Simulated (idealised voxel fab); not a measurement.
The following is a process module called voxel wiring stack.
Section shown: cut. Width: 160 nm. Cell size: 5 nm, square.
The cross-sections in this document take the form of a grid made of square cells. They are written out as bands, in order from top to bottom. Each band consists of one or more rows of cells. Within each band entry, the heights of the top and of the bottom of the band appear first, in that order and in nm; the materials of the band then follow from left to right, each with its corresponding width in nm. The designation "all across" on a single material indicates that it fills the band from edge to edge; the designation "empty" indicates empty space. Note: height 0 marks the level under which the wafer is uniformly one material as received. Lowest band unbounded below, written "z 0 and below". Read "30..40" as a graded width: first number on top, second number at the bottom, same change between each pair of neighbouring rows. Step note "everything unchanged" = no cross-section cell changed. "Trapped void list" contains a list of empty spaces, each no smaller than 8 cells and without an open way to the top, written in the form width x height at distance with the distance from the left edge and all three in nm. Read whatever lies past the settings on a step's line as the simulator's own remark about the step. You can add "overlay nm" to a step's line. For a step with a mask, it describes how far the mask lay to the right of its planned position, and a negative number describes a lay to the left.

**This section lists the process steps that were planned**
1. RECEIVE | material Si
2. CONFORMAL_DEP | material SiO2 | thk nm 15
3. CONFORMAL_DEP | material SiCN | thk nm 5
4. DIRECTIONAL_DEP | material SiO2 | thk nm 15
5. PATTERN | tone open | mask id METAL_1 | material resist | width nm 20 | pitch nm 35 | thk nm 15 | overlay nm 0
6. DIRECTIONAL_ETCH | etch materials SiO2 | depth nm 15
7. DIRECTIONAL_ETCH | etch materials SiCN | depth nm 5
8. STRIP | etch materials resist
9. CONFORMAL_DEP | material TiN | thk nm 5
10. FILL_DEP | material Ru | thk nm 5
11. CMP | height nm 35
12. EPI | material Ru | thk nm 5
13. FILL_DEP | material SiCN | thk nm 5
14. DIRECTIONAL_DEP | material lowk | thk nm 30
15. DIRECTIONAL_DEP | material aC | thk nm 15
16. PATTERN | tone open | mask id METAL_2_HOLES | material resist | width nm 15 | pitch nm 35 | thk nm 30 | overlay nm 0
17. DIRECTIONAL_ETCH | etch materials aC | depth nm 15
18. STRIP | etch materials resist
19. DIRECTIONAL_ETCH | etch materials lowk | depth nm 30
20. STRIP | etch materials aC
21. MASKED_ETCH | tone open | mask id METAL_2 | width nm 20 | pitch nm 35 | etch materials lowk | depth nm 20 | overlay nm 0
22. MASKED_ETCH | tone open | mask id METAL_2 | width nm 20 | pitch nm 35 | etch materials SiCN | depth nm 5 | overlay nm 0
23. CONFORMAL_DEP | material TiN | thk nm 5
24. FILL_DEP | material Cu | thk nm 10
25. CMP | height nm 75
26. CONFORMAL_DEP | material SiN | thk nm 5

**Here's what the wafer looked like in cross-section when it arrived - that's after step 1**
- z 0 and below | Si all across
- Trapped void list: none

**Post-module cross-section of the first of two wafers (run per plan)**
- z 80 to 75 | SiN all across
- z 75 to 60 | lowk: 50; TiN: 5; Cu: 10; TiN: 5; lowk: 15; TiN: 5; Cu: 10; TiN: 5; lowk: 55
- z 60 to 55 | lowk: 50; TiN: 5; Cu: 5; TiN: 10; lowk: 15; TiN: 5; Cu: 5; TiN: 10; lowk: 55
- z 55 to 45 | lowk: 50; TiN: 5; Cu: 5; TiN: 5; lowk: 20; TiN: 5; Cu: 5; TiN: 5; lowk: 60
- z 45 to 40 | SiCN: 50; TiN: 15; SiCN: 20; TiN: 15; SiCN: 60
- z 40 to 35 | SiCN: 45; Ru: 30; SiCN: 5; Ru: 30; SiCN: 50
- z 35 to 20 | SiO2: 50; TiN: 5; Ru: 10; TiN: 5; SiO2: 15; TiN: 5; Ru: 10; TiN: 5; SiO2: 55
- z 20 to 15 | SiCN: 50; TiN: 20; SiCN: 15; TiN: 20; SiCN: 55
- z 15 to 0 | SiO2 all across
- z 0 and below | Si all across
- Trapped void list: none

**Cross-sectional view: second of two wafers, end of module; start and plan identical to the first, one mistake in running**
- z 80 to 75 | SiN all across
- z 75 to 60 | lowk: 50; TiN: 5; SiCN: 10; TiN: 5; lowk: 15; TiN: 5; SiCN: 10; TiN: 5; lowk: 55
- z 60 to 55 | lowk: 50; TiN: 5; SiCN: 5; TiN: 10; lowk: 15; TiN: 5; SiCN: 5; TiN: 10; lowk: 55
- z 55 to 45 | lowk: 50; TiN: 5; SiCN: 5; TiN: 5; lowk: 20; TiN: 5; SiCN: 5; TiN: 5; lowk: 60
- z 45 to 40 | SiCN: 50; TiN: 15; SiCN: 20; TiN: 15; SiCN: 60
- z 40 to 35 | SiCN: 45; Ru: 30; SiCN: 5; Ru: 30; SiCN: 50
- z 35 to 20 | SiO2: 50; TiN: 5; Ru: 10; TiN: 5; SiO2: 15; TiN: 5; Ru: 10; TiN: 5; SiO2: 55
- z 20 to 15 | SiCN: 50; TiN: 20; SiCN: 15; TiN: 20; SiCN: 55
- z 15 to 0 | SiO2 all across
- z 0 and below | Si all across
- Trapped void list: none
Where did the run depart from the plan? step 24 was not run as planned; what actually ran was FILL_DEP | material SiCN | thk nm 10
Heads up, by the end the second wafer has more or fewer cells of some materials compared to the first: 18 fewer of Cu; 18 more of SiCN
